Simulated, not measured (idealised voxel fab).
Proc. module: voxel self aligned vias
Section cut is 175 nm wide and gridded with 5 nm square cells.
Think of the cross-section as a grid of square cells. We describe it in bands, top to bottom, and each band covers one or more rows of those cells. For a band, the entry starts with two heights in nm, that of the top and then that of the bottom, and carries on with the band's materials in order from left to right, each alongside its width in nm; the word "all across" beside a single material means it fills the band edge to edge, and "air" means empty space. Height reference: 0 = level under which incoming wafer is all one material. Lowest band: no bottom, runs on downward, e.g. "0 -> down". Width: "30..40" (first number = top row, second number = bottom row, same change from row to row of cells). For the purposes of this document, the phrase "no change occurred" attached to a step denotes that no cell within the cross-section was modified by that step. "Enclosed voids" enumerates empty spaces isolated from the top, with no open way to it, that contain at least 8 cells, giving each as width x height at distance from the left edge, all three in nm. That trailing text on a step's line, after the settings, is the simulator's own remark on the step. A step line may carry the setting "overlay nm", which, for steps involving a mask, states the distance by which the mask lay to the right of its intended position; negative values denote displacement to the left.

Set out below are the planned steps of the process:
1,RECEIVE | material Si
2,CONFORMAL_DEP | material SiO2 | thk nm 10
3,CONFORMAL_DEP | material SiCN | thk nm 5
4,DIRECTIONAL_DEP | material SiO2 | thk nm 25
5,PATTERN | tone open | mask id LINES | material resist | width nm 30 | pitch nm 65 | thk nm 20 | overlay nm 0
6,DIRECTIONAL_ETCH | etch materials SiO2 | depth nm 25
7,STRIP | etch materials resist
8,CONFORMAL_DEP | material TiN | thk nm 5
9,FILL_DEP | material W | thk nm 10
10,CMP | height nm 40
11,SELECTIVE_ETCH | etch materials W Ru TiN | depth nm 10
12,FILL_DEP | material SiN | thk nm 10
13,CMP | height nm 40
14,DIRECTIONAL_DEP | material SiO2 | thk nm 15
15,DIRECTIONAL_DEP | material aC | thk nm 10
16,PATTERN | tone open | mask id VIAS | material resist | width nm 50 | thk nm 25 | overlay nm 0
17,DIRECTIONAL_ETCH | etch materials aC | depth nm 10
18,STRIP | etch materials resist
19,DIRECTIONAL_ETCH | etch materials SiO2 | depth nm 15
20,DIRECTIONAL_ETCH | etch materials SiN | depth nm 10
21,STRIP | etch materials aC
22,CONFORMAL_DEP | material TiN | thk nm 5
23,FILL_DEP | material Ru | thk nm 10
24,CMP | height nm 55
25,CONFORMAL_DEP | material SiN | thk nm 5

As received (post step 1): cross-section:
    0 -> down = Si all across
    Enclosed voids: none

Below is the wafer in cross-section after the module was completed. It began from the starting point shown above and followed the plan shown above, except that one mistake was made while running it:
    60 -> 55 = SiN all across
    55 -> 50 = Ru all across
    50 -> 45 = TiN 35 nm, then Ru 40 nm, then TiN 100 nm
    45 -> 40 = SiO2 30 nm, then TiN 5 nm, then Ru 40 nm, then TiN 5 nm, then SiO2 95 nm
    40 -> 35 = SiO2 30 nm, then TiN 5 nm, then Ru 40 nm, then TiN 5 nm, then SiO2 25 nm, then SiN 30 nm, then SiO2 40 nm
    35 -> 30 = SiO2 30 nm, then TiN 50 nm, then SiO2 25 nm, then SiN 30 nm, then SiO2 40 nm
    30 -> 20 = SiO2 40 nm, then TiN 5 nm, then W 20 nm, then TiN 5 nm, then SiO2 35 nm, then TiN 5 nm, then W 20 nm, then TiN 5 nm, then SiO2 40 nm
    20 -> 15 = SiO2 40 nm, then TiN 30 nm, then SiO2 35 nm, then TiN 30 nm, then SiO2 40 nm
    15 -> 10 = SiCN all across
    10 -> 0 = SiO2 all across
    0 -> down = Si all across
    Enclosed voids: none
Run error: step 14 did not happen as planned, as run it was DIRECTIONAL_DEP | material SiO2 | thk nm 5
